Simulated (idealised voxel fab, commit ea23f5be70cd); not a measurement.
process module | voxel capacitor over wiring
cross-section cut | 275 nm wide | cells 5 nm
A cross-section is a grid of square cells, given in bands from the top down. A band is one or more rows of cells.
Each band's line starts with the height of the band's top and of its bottom, in nm. Then come its materials from left to right, each with its width in nm. One material with "throughout" fills the band from edge to edge. "air" is empty space.
Height 0 is the level under which the wafer as received is all one material. The lowest band goes on downwards, as in "0 down".
A width such as "30 to 40" changes by the same amount from each row of cells to the next, from the band's top row to its bottom row.
"no change" after a step means that no cell of the cross-section changed.
closed voids: empty space of 8 cells or more with no open way to the top, each as width x height at its distance from the left edge, in nm
after a step's settings: what the simulator itself notes on the step
overlay nm, on a step with a mask: how far to the right of its planned place the mask lay; to the left if negative
plan
1 op RECEIVE | material Si
2 op CONFORMAL_DEP | material SiO2 | thk nm 10
3 op DIRECTIONAL_DEP | material TiN | thk nm 5
4 op DIRECTIONAL_DEP | material W | thk nm 20
5 op PATTERN | tone cover | mask id METAL_1 | material resist | width nm 30 | pitch nm 80 | thk nm 20 | overlay nm 0
6 op DIRECTIONAL_ETCH | etch materials W | depth nm 20
7 op DIRECTIONAL_ETCH | etch materials TiN | depth nm 5
8 op STRIP | etch materials resist
9 op FILL_DEP | material lowk | thk nm 10
10 op CMP | height nm 35
11 op CONFORMAL_DEP | material SiCN | thk nm 5
12 op DIRECTIONAL_DEP | material SiO2 | thk nm 15
13 op MASKED_ETCH | tone open | mask id PLUG_1 | width nm 15 | etch materials SiO2 | depth nm 15 | overlay nm 0
14 op MASKED_ETCH | tone open | mask id PLUG_1 | width nm 15 | etch materials SiCN | depth nm 5 | overlay nm 0
15 op EPI | material Ru | thk nm 10
16 op EPI | material Ru | thk nm 10
17 op DIRECTIONAL_DEP | material TiN | thk nm 5
18 op DIRECTIONAL_DEP | material HfO2 | thk nm 5
19 op DIRECTIONAL_DEP | material TiN | thk nm 5
20 op DIRECTIONAL_DEP | material aC | thk nm 10
21 op PATTERN | tone cover | mask id UPPER_PLATE | material resist | width nm 55 | thk nm 25 | overlay nm 0
22 op DIRECTIONAL_ETCH | etch materials aC | depth nm 10
23 op STRIP | etch materials resist
24 op DIRECTIONAL_ETCH | etch materials TiN | depth nm 5
25 op DIRECTIONAL_ETCH | etch materials HfO2 | depth nm 5
26 op STRIP | etch materials aC
27 op MASKED_ETCH | tone cover | mask id LOWER_PLATE | width nm 65 | etch materials TiN | depth nm 5 | overlay nm 0
28 op FILL_DEP | material SiO2 | thk nm 15
29 op CMP | height nm 80
30 op MASKED_ETCH | tone open | mask id PLUG_2 | width nm 15 | etch materials SiO2 | depth nm 10 | overlay nm 0
31 op CONFORMAL_DEP | material TiN | thk nm 5
32 op FILL_DEP | material Ru | thk nm 10
33 op CMP | height nm 80
34 op CONFORMAL_DEP | material SiN | thk nm 5
first wafer, as planned
as received, after step 1
  0 down: Si throughout
  closed voids: none
after step 2
  10 to 0: SiO2 throughout
  below 0: unchanged
after step 3
  15 to 10: TiN throughout
  below 10: unchanged
after step 4
  35 to 15: W throughout
  below 15: unchanged
after step 5
  55 to 35: air 80 | resist 30 | air 50 | resist 30 | air 85
  below 35: unchanged
after step 6
  55 to 35: air 80 | resist 30 | air 50 | resist 30 | air 85
  35 to 15: air 80 | W 30 | air 50 | W 30 | air 85
  below 15: unchanged
after step 7
  55 to 35: air 80 | resist 30 | air 50 | resist 30 | air 85
  35 to 15: air 80 | W 30 | air 50 | W 30 | air 85
  15 to 10: air 80 | TiN 30 | air 50 | TiN 30 | air 85
  below 10: unchanged
after step 8
  35 to 15: air 80 | W 30 | air 50 | W 30 | air 85
  below 15: unchanged
after step 9
  45 to 35: lowk throughout
  35 to 15: lowk 80 | W 30 | lowk 50 | W 30 | lowk 85
  15 to 10: lowk 80 | TiN 30 | lowk 50 | TiN 30 | lowk 85
  below 10: unchanged
after step 10
  35 to 15: lowk 80 | W 30 | lowk 50 | W 30 | lowk 85
  below 15: unchanged
after step 11
  40 to 35: SiCN throughout
  below 35: unchanged
after step 12
  55 to 40: SiO2 throughout
  below 40: unchanged
after step 13
  55 to 40: SiO2 95 | air 15 | SiO2 165
  below 40: unchanged
after step 14
  55 to 40: SiO2 95 | air 15 | SiO2 165
  40 to 35: SiCN 95 | air 15 | SiCN 165
  below 35: unchanged
after step 15
  55 to 45: SiO2 95 | air 15 | SiO2 165
  45 to 40: SiO2 95 | Ru 15 | SiO2 165
  40 to 35: SiCN 95 | Ru 15 | SiCN 165
  below 35: unchanged
after step 16
  55 to 40: SiO2 95 | Ru 15 | SiO2 165
  below 40: unchanged
after step 17
  60 to 55: TiN throughout
  below 55: unchanged
after step 18
  65 to 60: HfO2 throughout
  below 60: unchanged
after step 19
  70 to 65: TiN throughout
  below 65: unchanged
after step 20
  80 to 70: aC throughout
  below 70: unchanged
after step 21
  105 to 80: air 95 | resist 55 | air 125
  below 80: unchanged
after step 22
  95 to 80: air 95 | resist 55 | air 125
  80 to 70: air 95 | aC 55 | air 125
  below 70: unchanged
after step 23
  80 to 70: air 95 | aC 55 | air 125
  below 70: unchanged
after step 24
  80 to 70: air 95 | aC 55 | air 125
  70 to 65: air 95 | TiN 55 | air 125
  below 65: unchanged
after step 25
  80 to 70: air 95 | aC 55 | air 125
  70 to 65: air 95 | TiN 55 | air 125
  65 to 60: air 95 | HfO2 55 | air 125
  below 60: unchanged
after step 26
  70 to 65: air 95 | TiN 55 | air 125
  below 65: unchanged
after step 27
  70 to 65: air 95 | TiN 55 | air 125
  65 to 60: air 95 | HfO2 55 | air 125
  60 to 55: air 90 | TiN 65 | air 120
  below 55: unchanged
after step 28
  85 to 70: SiO2 throughout
  70 to 65: SiO2 95 | TiN 55 | SiO2 125
  65 to 60: SiO2 95 | HfO2 55 | SiO2 125
  60 to 55: SiO2 90 | TiN 65 | SiO2 120
  below 55: unchanged
after step 29
  80 to 70: SiO2 throughout
  below 70: unchanged
after step 30
  80 to 70: SiO2 105 | air 15 | SiO2 155
  below 70: unchanged
after step 31
  85 to 80: TiN 110 | air 5 | TiN 160
  80 to 75: SiO2 105 | TiN 5 | air 5 | TiN 5 | SiO2 155
  75 to 65: SiO2 105 to 95 | TiN 15 to 55 | SiO2 155 to 125
  below 65: unchanged
after step 32
  95 to 85: Ru throughout
  85 to 80: TiN 110 | Ru 5 | TiN 160
  80 to 75: SiO2 105 | TiN 5 | Ru 5 | TiN 5 | SiO2 155
  below 75: unchanged
after step 33
  80 to 75: SiO2 105 | TiN 5 | Ru 5 | TiN 5 | SiO2 155
  below 75: unchanged
after step 34
  85 to 80: SiN throughout
  below 80: unchanged
second wafer: like start, like plan, one mistake. Through step 33 it matches the first wafer
when step 34 should have ended
  85 to 80: TiN throughout
  below 80: unchanged
what went wrong: step 34 ran as: op CONFORMAL_DEP | material TiN | thk nm 5
at the end the second wafer has, in cells: 55 fewer of SiN | 55 more of TiN
